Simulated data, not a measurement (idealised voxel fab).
process module | voxel plated lines
This is section cut - it's 165 nm across, gridded in 5 nm square cells.
The cross-sections in this document take the form of a grid made of square cells. They are written out as bands, in order from top to bottom. Each band consists of one or more rows of cells.
Per band: top height and bottom height in nm, followed by the left-to-right materials and their widths in nm; "full width" marks a single material spanning edge to edge, "air" marks empty space.
The level at which height equals 0 is the one under which the wafer, as it arrives, is entirely one material. No lower edge exists for the bottom band, which continues downward and is notated as in "0 down".
A width such as "30 to 40" changes by the same amount from each row of cells to the next, from the band's top row to its bottom row.
"nothing different" for a step: no cell of the cross-section changed in that step.
Empty spaces without an open route to the top, at least 8 cells in extent, make up the entry "Closed void register"; each is given as width x height at distance, where the distance is measured from the left edge, and all are in nm.
It should be noted that, on the line of a given step, the content following the step's settings is a remark produced by the simulator itself with respect to that step.
The optional step-line setting "overlay nm" applies to steps with a mask and quantifies how far to the right of its planned location the mask lay, a negative value indicating leftward placement.
**Process steps (planned)**
1. RECEIVE: material Si
2. CONFORMAL_DEP: material Al2O3, thk nm 10
3. DIRECTIONAL_DEP: material TiN, thk nm 5
4. PATTERN: tone open, mask id LINES, material resist, width nm 15, pitch nm 40, thk nm 35, overlay nm 0
5. EPI: material Ru, thk nm 5
6. EPI: material Ru, thk nm 10
7. EPI: material Ru, thk nm 10
8. STRIP: etch materials resist
9. DIRECTIONAL_ETCH: etch materials TiN, depth nm 5
10. CONFORMAL_DEP: material SiO2, thk nm 10
For clarity, it should be stated that the wafers under discussion commence in an identical condition and differ with respect to the width nm of step 4, the plan indicating the value that the first wafer had.
**Cross-sectional view of the first of several wafers in the as-received condition, corresponding to the state following step 1**
    0 down = Si full width
    Closed void register: none
**each wafer at the end: cells of each material gained (+) or lost (-) since it was received, then its closed voids**
width nm 15, +66 Al2O3, +45 Ru, +138 SiO2, +9 TiN, Closed void register: none
width nm 20, +66 Al2O3, +60 Ru, +138 SiO2, +12 TiN, Closed void register: none
width nm 25, +66 Al2O3, +75 Ru, +126 SiO2, +15 TiN, Closed void register: none
